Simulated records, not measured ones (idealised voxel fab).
voxel ribs on slabs: a process module
Cross-section cut: width 300 nm, square cells of 5 nm.
A cross-section is written here as square cells arranged in a grid, and it is given in bands from the top down, each band taking up one or more rows of cells. The band entry comprises the height of the band's top followed by the height of its bottom, expressed in nm, and subsequently the band's materials from left to right, each stated together with its width in nm. Where a single material is marked with the word "everywhere", that material fills the band from edge to edge. The word "air" represents empty space. Height reference: 0 = level under which incoming wafer is all one material. Lowest band: no bottom, runs on downward, e.g. "top 0, no bottom". Think of "30..40" as a width that walks from the first number to the second as you go down the band, top row to bottom row, taking equal-sized steps from row to row. Where the words "no modifications" appear for a step, the cross-section shows no cell changed by that step; every cell remained as before. Empty spaces counting at least 8 cells and having no open way to the top are listed in "Enclosed void list". The notation width x height at distance is used for each, the distance being from the left edge and all three values in nm. Past the settings on a step's line: simulator remark, on that step. On any step carrying a mask, the "overlay nm" setting, if present on the step's line, tells how far right of its planned place the mask lay; negative values point to the left.
LISTED BELOW ARE THE PROCESS STEPS AS PLANNED
1,op RECEIVE | material Si
2,op DIRECTIONAL_DEP | material SiO2 | thk nm 25
3,op DIRECTIONAL_DEP | material SiN | thk nm 15
4,op PATTERN | tone cover | mask id RIB | material resist | width nm 25 | thk nm 20 | overlay nm 0
5,op DIRECTIONAL_ETCH | etch materials SiN | depth nm 5
6,op STRIP | etch materials resist
7,op PATTERN | tone cover | mask id SLAB | material resist | width nm 85 | thk nm 15 | overlay nm 0
8,op DIRECTIONAL_ETCH | etch materials SiN | depth nm 10
9,op STRIP | etch materials resist
10,op FILL_DEP | material SiO2 | thk nm 25
11,op CMP | height nm 60
12,op DIRECTIONAL_DEP | material W | thk nm 5
13,op PATTERN | tone cover | mask id HEATER | material resist | width nm 35 | thk nm 15 | overlay nm 0
14,op DIRECTIONAL_ETCH | etch materials W | depth nm 5
15,op STRIP | etch materials resist
16,op CONFORMAL_DEP | material SiO2 | thk nm 5
INCOMING WAFER, CROSS-SECTIONAL VIEW, POST STEP 1
- top 0, no bottom | Si everywhere
- Enclosed void list: none
FIRST WAFER OF TWO, SECTIONED AT END OF MODULE; RUN WENT PER PLAN
- top 70, bottom 65 | 125 air; 45 SiO2; 130 air
- top 65, bottom 60 | 130 SiO2; 35 W; 135 SiO2
- top 60, bottom 40 | SiO2 everywhere
- top 40, bottom 35 | 135 SiO2; 25 SiN; 140 SiO2
- top 35, bottom 25 | 105 SiO2; 85 SiN; 110 SiO2
- top 25, bottom 0 | SiO2 everywhere
- top 0, no bottom | Si everywhere
- Enclosed void list: none
SAME START, SAME PLAN AS THE FIRST WAFER - BUT ONE MISTAKE IN THE RUN. CROSS-SECTION OF THE SECOND OF THE TWO AT THE END OF THE MODULE
- top 70, bottom 65 | 125 air; 45 SiO2; 130 air
- top 65, bottom 60 | 130 SiO2; 35 W; 135 SiO2
- top 60, bottom 40 | SiO2 everywhere
- top 40, bottom 25 | 135 SiO2; 25 SiN; 140 SiO2
- top 25, bottom 0 | SiO2 everywhere
- top 0, no bottom | Si everywhere
- Enclosed void list: none
What went wrong in running the wafer? in deviation from the planned setting, step 5 was conducted as op DIRECTIONAL_ETCH | etch materials SiN | depth nm 15
Count the cells at the end and the second wafer has more or fewer of some materials than the first: 24 fewer of SiN; 24 more of SiO2
